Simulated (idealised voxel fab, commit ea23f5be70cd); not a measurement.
This section sets out a process module, namely voxel capacitor over wiring.
In the cross-section labelled cut, the width is 300 nm and each square cell is 5 nm.
Bands, listed from the top down, are how a cross-section gets written in this document; the cross-section itself is a grid of square cells, and a band is one or more rows of them.
Heights first: top, then bottom, in nm. Then materials, left to right, each with a width in nm. "edge to edge" on a single material: fills the band edge to edge. "air": empty space.
Height reference: 0 = level under which incoming wafer is all one material. Lowest band: no bottom, runs on downward, e.g. "0 nm and below".
Read "30 to 40" as a graded width: first number on top, second number at the bottom, same change between each pair of neighbouring rows.
When a step is marked "everything unchanged", none of the cells in the cross-section changed during that step.
Enclosed voids (no open way to top), threshold 8 cells or more, entry "Sealed void list", notation width x height at distance, distance from left edge, nm.
Formally, on a step line, whatever follows the settings is a remark that the simulator itself makes on the step.
Steps that use a mask can have "overlay nm" on their line. It says how far the mask sat to the right of where it was meant to be. Negative means to the left.

The following list gives the planned process steps:
1. RECEIVE (material Si)
2. CONFORMAL_DEP (material SiO2; thk nm 10)
3. CONFORMAL_DEP (material SiN; thk nm 5)
4. DIRECTIONAL_DEP (material SiO2; thk nm 20)
5. DIRECTIONAL_DEP (material aC; thk nm 10)
6. PATTERN (tone open; mask id METAL_1; material resist; width nm 20; pitch nm 75; thk nm 30; overlay nm 0)
7. DIRECTIONAL_ETCH (etch materials aC; depth nm 10)
8. STRIP (etch materials resist)
9. DIRECTIONAL_ETCH (etch materials SiO2; depth nm 20)
10. DIRECTIONAL_ETCH (etch materials SiN; depth nm 5)
11. STRIP (etch materials aC)
12. CONFORMAL_DEP (material TiN; thk nm 5)
13. FILL_DEP (material Cu; thk nm 10)
14. CMP (height nm 35)
15. CONFORMAL_DEP (material SiCN; thk nm 5)
16. DIRECTIONAL_DEP (material lowk; thk nm 10)
17. DIRECTIONAL_DEP (material aC; thk nm 10)
18. PATTERN (tone open; mask id PLUG_1; material resist; width nm 15; thk nm 30; overlay nm 0)
19. DIRECTIONAL_ETCH (etch materials aC; depth nm 10)
20. STRIP (etch materials resist)
21. DIRECTIONAL_ETCH (etch materials lowk; depth nm 10)
22. DIRECTIONAL_ETCH (etch materials SiCN; depth nm 5)
23. STRIP (etch materials aC)
24. CONFORMAL_DEP (material TiN; thk nm 5)
25. FILL_DEP (material W; thk nm 10)
26. CMP (height nm 50)
27. DIRECTIONAL_DEP (material TiN; thk nm 10)
28. DIRECTIONAL_DEP (material Al2O3; thk nm 5)
29. DIRECTIONAL_DEP (material TiN; thk nm 10)
30. MASKED_ETCH (tone cover; mask id UPPER_PLATE; width nm 60; etch materials TiN; depth nm 10; overlay nm 0)
31. MASKED_ETCH (tone cover; mask id UPPER_PLATE; width nm 60; etch materials Al2O3; depth nm 5; overlay nm 0)
32. MASKED_ETCH (tone cover; mask id LOWER_PLATE; width nm 70; etch materials TiN; depth nm 10; overlay nm 0)
33. FILL_DEP (material SiO2; thk nm 15)
34. CMP (height nm 85)
35. MASKED_ETCH (tone open; mask id PLUG_2; width nm 15; etch materials SiO2; depth nm 10; overlay nm 0)
36. CONFORMAL_DEP (material TiN; thk nm 5)
37. FILL_DEP (material Cu; thk nm 10)
38. CMP (height nm 85)
39. CONFORMAL_DEP (material SiN; thk nm 5)

Cross-section of the incoming wafer, state after step 1:
    0 nm and below = Si edge to edge
    Sealed void list: none

Run as planned - first of the two wafers cross-sectioned at the end of the module:
    90 nm to 85 nm = SiN edge to edge
    85 nm to 80 nm = SiO2 (115); TiN (5); Cu (5); TiN (5); SiO2 (170)
    80 nm to 75 nm = SiO2 (115); TiN (15); SiO2 (170)
    75 nm to 65 nm = SiO2 (105); TiN (60); SiO2 (135)
    65 nm to 60 nm = SiO2 (105); Al2O3 (60); SiO2 (135)
    60 nm to 50 nm = SiO2 (100); TiN (70); SiO2 (130)
    50 nm to 40 nm = lowk (105); TiN (5); W (5); TiN (5); lowk (180)
    40 nm to 35 nm = SiCN (105); TiN (15); SiCN (180)
    35 nm to 15 nm = SiO2 (100); TiN (5); Cu (10); TiN (5); SiO2 (55); TiN (5); Cu (10); TiN (5); SiO2 (105)
    15 nm to 10 nm = SiN (100); TiN (20); SiN (55); TiN (20); SiN (105)
    10 nm to 0 nm = SiO2 edge to edge
    0 nm and below = Si edge to edge
    Sealed void list: none

What the second wafer looks like in cross-section once the module is done. Its start and its plan matched the first wafer's exactly; what differed was one mistake in how it was run:
    90 nm to 85 nm = SiN edge to edge
    85 nm to 80 nm = SiO2 (115); TiN (5); Cu (10); TiN (5); SiO2 (165)
    80 nm to 75 nm = SiO2 (115); TiN (20); SiO2 (165)
    75 nm to 65 nm = SiO2 (105); TiN (60); SiO2 (135)
    65 nm to 60 nm = SiO2 (105); Al2O3 (60); SiO2 (135)
    60 nm to 50 nm = SiO2 (100); TiN (70); SiO2 (130)
    50 nm to 40 nm = lowk (105); TiN (5); W (5); TiN (5); lowk (180)
    40 nm to 35 nm = SiCN (105); TiN (15); SiCN (180)
    35 nm to 15 nm = SiO2 (100); TiN (5); Cu (10); TiN (5); SiO2 (55); TiN (5); Cu (10); TiN (5); SiO2 (105)
    15 nm to 10 nm = SiN (100); TiN (20); SiN (55); TiN (20); SiN (105)
    10 nm to 0 nm = SiO2 edge to edge
    0 nm and below = Si edge to edge
    Sealed void list: none
Want to know what went wrong? step 35 ran as: MASKED_ETCH (tone open; mask id PLUG_2; width nm 20; etch materials SiO2; depth nm 10; overlay nm 0)
The final cell counts differ between the wafers, with the second having more or fewer of some materials than the first: Cu +1, SiO2 -2, TiN +1
